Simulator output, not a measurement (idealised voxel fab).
Title: Process Module voxel fin reveal
Displayed cross-section: cut, width of 210 nm, square cells sized 5 nm.
If you're reading a cross-section in this doc, picture square cells in a grid; it comes to you as bands, top ones listed first down to the bottom, and a band can be one or more rows of cells.
The entry gives the band's vertical extent as a top height and a bottom height in nm, then its horizontal make-up as materials from left to right, each with a width in nm. "blank" stands for empty space; a single material marked "edge to edge" fills the band edge to edge.
It should be noted that heights are counted from 0, beneath which the wafer as supplied is of one material throughout, and that the lowest band possesses no lower boundary but continues downward, as written in "top 0, no bottom".
So if you see something like "30..40" for the width, read it as the top row of the band sitting at the first number and the bottom row at the second, with every row in between moving by the same amount as the last.
The designation "no alteration", where it is given for a processing step, indicates that no cell of the cross-section was altered in the course of that step.
Entry "Sealed-off cavities". Content: empty spaces with no open connection to the top, size 8 cells or greater. Each: width x height at distance. Distance: from left edge. Unit: nm.
On each step's line, the part that comes after the settings is the simulator's own comment on the step.
overlay nm: on a step with a mask, how far right of its planned place the mask lay; negative means left.
[Process steps (planned)]
| 1 | RECEIVE: material Si |
| 2 | CONFORMAL_DEP: material SiN, thk nm 5 |
| 3 | PATTERN: tone cover, mask id FINS, material resist, width nm 15, pitch nm 45, thk nm 15, overlay nm 0 |
| 4 | DIRECTIONAL_ETCH: etch materials SiN, depth nm 5 |
| 5 | DIRECTIONAL_ETCH: etch materials Si, depth nm 35 |
| 6 | STRIP: etch materials resist |
| 7 | FILL_DEP: material SiO2, thk nm 15 |
| 8 | CMP: height nm 5 |
| 9 | SELECTIVE_ETCH: etch materials SiO2, depth nm 30 |
| 10 | STRIP: etch materials SiN |
| 11 | CONFORMAL_DEP: material HfO2, thk nm 5 |
[Shown in cross-section is the wafer as received, that is, as it stands after step 1]
* top 0, no bottom | Si edge to edge
* Sealed-off cavities: none
[Wafer cross-section at end of module: start and plan as shown above, one execution error]
* top 5, bottom 0 | 55 of HfO2, 5 of blank, 40 of HfO2, 5 of blank, 40 of HfO2, 5 of blank, 60 of HfO2
* top 0, bottom -20 | 50 of Si, 5 of HfO2, 5 of blank, 5 of HfO2, 30 of Si, 5 of HfO2, 5 of blank, 5 of HfO2, 30 of Si, 5 of HfO2, 5 of blank, 5 of HfO2, 55 of Si
* top -20, bottom -25 | 50 of Si, 15 of HfO2, 30 of Si, 15 of HfO2, 30 of Si, 15 of HfO2, 55 of Si
* top -25, bottom -35 | 50 of Si, 15 of SiO2, 30 of Si, 15 of SiO2, 30 of Si, 15 of SiO2, 55 of Si
* top -35, no bottom | Si edge to edge
* Sealed-off cavities: none
Misprocessing identified: for step 3, the planned setting was not used; the step was instead run as PATTERN: tone open, mask id FINS, material resist, width nm 15, pitch nm 45, thk nm 15, overlay nm 0
